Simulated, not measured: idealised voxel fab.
process module | voxel spacer lines
cross-section cut | 150 nm wide | cells 5 nm
A cross-section is a grid of square cells, given in bands from the top down. A band is one or more rows of cells.
Each band's line starts with the height of the band's top and of its bottom, in nm. Then come its materials from left to right, each with its width in nm. One material with "throughout" fills the band from edge to edge. "air" is empty space.
Height 0 is the level under which the wafer as received is all one material. The lowest band goes on downwards, as in "0 down".
A width such as "30 to 40" changes by the same amount from each row of cells to the next, from the band's top row to its bottom row.
"no change" after a step means that no cell of the cross-section changed.
closed voids: empty space of 8 cells or more with no open way to the top, each as width x height at its distance from the left edge, in nm
after a step's settings: what the simulator itself notes on the step
overlay nm, on a step with a mask: how far to the right of its planned place the mask lay; to the left if negative
plan
1 op RECEIVE | material Si
2 op CONFORMAL_DEP | material Al2O3 | thk nm 10
3 op DIRECTIONAL_DEP | material SiN | thk nm 10
4 op DIRECTIONAL_DEP | material polySi | thk nm 25
5 op PATTERN | tone cover | mask id MANDREL | material resist | width nm 15 | pitch nm 60 | thk nm 30 | overlay nm 0
6 op DIRECTIONAL_ETCH | etch materials polySi | depth nm 25
7 op STRIP | etch materials resist
8 op CONFORMAL_DEP | material SiO2 | thk nm 15
9 op DIRECTIONAL_ETCH | etch materials SiO2 | depth nm 15
10 op STRIP | etch materials polySi
11 op DIRECTIONAL_ETCH | etch materials SiN | depth nm 10
12 op STRIP | etch materials SiO2
13 op FILL_DEP | material SiO2 | thk nm 10
14 op CMP | height nm 20
as received, after step 1
  0 down: Si throughout
  closed voids: none
a wafer at the end: this start, this plan, one mistake
  20 to 10: SiO2 throughout
  10 to 0: SiO2 20 | SiN 15 | SiO2 15 | SiN 15 | SiO2 15 | SiN 15 | SiO2 15 | SiN 15 | SiO2 25
  0 down: Si throughout
  closed voids: none
what went wrong: step 2 was left out
